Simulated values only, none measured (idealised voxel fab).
This is a process module. Its name is voxel transistor to metal.
FYI the section here is cut, 170 nm wide, cells are 5 nm squares.
Think of the cross-section as a grid of square cells. We describe it in bands, top to bottom, and each band covers one or more rows of those cells. Basically the band line says how high the top is and how high the bottom is, in nm, and then what's in it from left to right, every material with its width in nm. Empty space shows up as "air", and if a single material carries "everywhere" it runs the full band edge to edge. Counting heights begins at 0, where everything beneath is, in the wafer as received, one material. The lowest band has no bottom; it goes on downwards, as "top 0, no bottom" shows. A width such as "30->40" changes by the same amount from each row of cells to the next, from the band's top row to its bottom row. Given "stayed the same" for a step, no cell of the cross-section differs between before and after that step. Entry "closed voids" = empty spaces >= 8 cells with no open way to the top; each as width x height at distance, distance from left edge, all nm. On a step's line, text after the settings is the simulator commenting on that step. "overlay nm" denotes, for a step that has a mask, the displacement of the mask to the right of its planned place, with negative values corresponding to the left.
[Here's what the planned process steps look like]
1,RECEIVE | material Si
2,OXIDIZE | depth nm 5
3,CONFORMAL_DEP | material SiN | thk nm 10
4,MASKED_ETCH | tone cover | mask id ACTIVE | width nm 110 | etch materials SiN | depth nm 10 | overlay nm 0
5,MASKED_ETCH | tone cover | mask id ACTIVE | width nm 110 | etch materials SiO2 | depth nm 5 | overlay nm 0
6,MASKED_ETCH | tone cover | mask id ACTIVE | width nm 110 | etch materials Si | depth nm 20 | overlay nm 0
7,OXIDIZE | depth nm 5
8,FILL_DEP | material SiO2 | thk nm 15
9,CMP | height nm 10
10,SELECTIVE_ETCH | etch materials SiO2 | depth nm 10
11,STRIP | etch materials SiN
12,SELECTIVE_ETCH | etch materials SiO2 | depth nm 5
13,OXIDIZE | depth nm 5
14,DIRECTIONAL_DEP | material polySi | thk nm 20
15,DIRECTIONAL_DEP | material SiCN | thk nm 10
16,DIRECTIONAL_DEP | material aC | thk nm 15
17,PATTERN | tone cover | mask id GATE | material resist | width nm 30 | thk nm 35 | overlay nm 0
18,DIRECTIONAL_ETCH | etch materials aC | depth nm 15
19,STRIP | etch materials resist
20,DIRECTIONAL_ETCH | etch materials SiCN | depth nm 20
21,DIRECTIONAL_ETCH | etch materials polySi | depth nm 30
22,STRIP | etch materials aC
23,CONFORMAL_DEP | material SiO2 | thk nm 5
24,DIRECTIONAL_ETCH | etch materials SiO2 | depth nm 5
25,CONFORMAL_DEP | material SiN | thk nm 5
26,DIRECTIONAL_ETCH | etch materials SiN | depth nm 5
27,DIRECTIONAL_ETCH | etch materials SiO2 | depth nm 5
28,DIRECTIONAL_ETCH | etch materials Si | depth nm 10
29,EPI | material SiGe | thk nm 15
30,FILL_DEP | material SiO2 | thk nm 10
31,CMP | height nm 15
32,STRIP | etch materials polySi
33,SELECTIVE_ETCH | etch materials SiO2 | depth nm 5
34,CONFORMAL_DEP | material HfO2 | thk nm 5
35,CONFORMAL_DEP | material TiN | thk nm 5
36,FILL_DEP | material W | thk nm 5
37,CMP | height nm 10
38,DIRECTIONAL_DEP | material SiO2 | thk nm 10
39,MASKED_ETCH | tone open | mask id CONTACT | width nm 20 | pitch nm 80 | etch materials SiO2 | depth nm 25 | overlay nm 0
40,CONFORMAL_DEP | material TiN | thk nm 5
41,FILL_DEP | material W | thk nm 10
42,CMP | height nm 20
43,DIRECTIONAL_DEP | material TiN | thk nm 5
44,DIRECTIONAL_DEP | material W | thk nm 20
45,PATTERN | tone cover | mask id METAL_1 | material resist | width nm 20 | pitch nm 80 | thk nm 20 | overlay nm 0
46,DIRECTIONAL_ETCH | etch materials W | depth nm 20
47,DIRECTIONAL_ETCH | etch materials TiN | depth nm 5
48,STRIP | etch materials resist
49,CONFORMAL_DEP | material SiN | thk nm 5
50,FILL_DEP | material lowk | thk nm 10
51,CMP | height nm 45
52,CONFORMAL_DEP | material SiN | thk nm 5
[Cross-section of the incoming wafer, state after step 1]
* top 0, no bottom  Si everywhere
* closed voids: none
[First of two wafers at the end of the module, shown in cross-section; run carried out as planned]
* top 50, bottom 45  SiN everywhere
* top 45, bottom 25  30 nm lowk; 5 nm SiN; 20 nm W; 5 nm SiN; 50 nm lowk; 5 nm SiN; 20 nm W; 5 nm SiN; 30 nm lowk
* top 25, bottom 20  35 nm SiN; 20 nm TiN; 60 nm SiN; 20 nm TiN; 35 nm SiN
* top 20, bottom 10  35 nm SiO2; 5 nm TiN; 10 nm W; 5 nm TiN; 60 nm SiO2; 5 nm TiN; 10 nm W; 5 nm TiN; 35 nm SiO2
* top 10, bottom 5  35 nm SiO2; 20 nm TiN; 5 nm SiO2; 5 nm SiN; 5 nm HfO2; 5 nm TiN; 20 nm W; 5 nm TiN; 5 nm HfO2; 5 nm SiN; 5 nm SiO2; 20 nm TiN; 35 nm SiO2
* top 5, bottom 0  35 nm SiO2; 10 nm TiN; 15 nm SiGe; 5 nm SiN; 5 nm HfO2; 5 nm TiN; 20 nm W; 5 nm TiN; 5 nm HfO2; 5 nm SiN; 15 nm SiGe; 10 nm TiN; 35 nm SiO2
* top 0, bottom -5  35 nm SiO2; 10 nm TiN; 15 nm SiGe; 5 nm SiN; 5 nm HfO2; 30 nm TiN; 5 nm HfO2; 5 nm SiN; 15 nm SiGe; 10 nm TiN; 35 nm SiO2
* top -5, bottom -10  30 nm SiO2; 30 nm SiGe; 5 nm SiO2; 40 nm HfO2; 5 nm SiO2; 30 nm SiGe; 30 nm SiO2
* top -10, bottom -20  35 nm SiO2; 25 nm SiGe; 50 nm Si; 25 nm SiGe; 35 nm SiO2
* top -20, bottom -30  35 nm SiO2; 100 nm Si; 35 nm SiO2
* top -30, no bottom  Si everywhere
* closed voids: none
[Second wafer cross-section at end of module - shared start and plan with the first, one mistake in the run]
* top 50, bottom 45  SiN everywhere
* top 45, bottom 25  30 nm lowk; 5 nm SiN; 20 nm W; 5 nm SiN; 50 nm lowk; 5 nm SiN; 20 nm W; 5 nm SiN; 30 nm lowk
* top 25, bottom 20  35 nm SiN; 20 nm TiN; 60 nm SiN; 20 nm TiN; 35 nm SiN
* top 20, bottom 15  35 nm SiO2; 5 nm TiN; 10 nm W; 5 nm TiN; 60 nm SiO2; 5 nm TiN; 10 nm W; 5 nm TiN; 35 nm SiO2
* top 15, bottom 10  35 nm SiO2; 20 nm TiN; 60 nm SiO2; 20 nm TiN; 35 nm SiO2
* top 10, bottom 5  65 nm W; 5 nm TiN; 5 nm HfO2; 5 nm SiN; 10 nm SiO2; 5 nm SiN; 5 nm HfO2; 5 nm TiN; 65 nm W
* top 5, bottom 0  65 nm W; 5 nm TiN; 5 nm HfO2; 5 nm SiN; 10 nm SiGe; 5 nm SiN; 5 nm HfO2; 5 nm TiN; 65 nm W
* top 0, bottom -5  70 nm TiN; 5 nm HfO2; 5 nm SiN; 10 nm SiGe; 5 nm SiN; 5 nm HfO2; 70 nm TiN
* top -5, bottom -10  75 nm HfO2; 5 nm SiO2; 10 nm SiGe; 5 nm SiO2; 75 nm HfO2
* top -10, bottom -20  35 nm SiO2; 45 nm Si; 10 nm SiGe; 45 nm Si; 35 nm SiO2
* top -20, bottom -30  35 nm SiO2; 100 nm Si; 35 nm SiO2
* top -30, no bottom  Si everywhere
* closed voids: none
Error vs. plan: step 17 deviated from plan and actually ran as PATTERN | tone open | mask id GATE | material resist | width nm 30 | thk nm 35 | overlay nm 0
Heads up, by the end the second wafer has more or fewer cells of some materials compared to the first: HfO2 +22, Si +16, SiGe -34, SiO2 -54, TiN +10, W +40
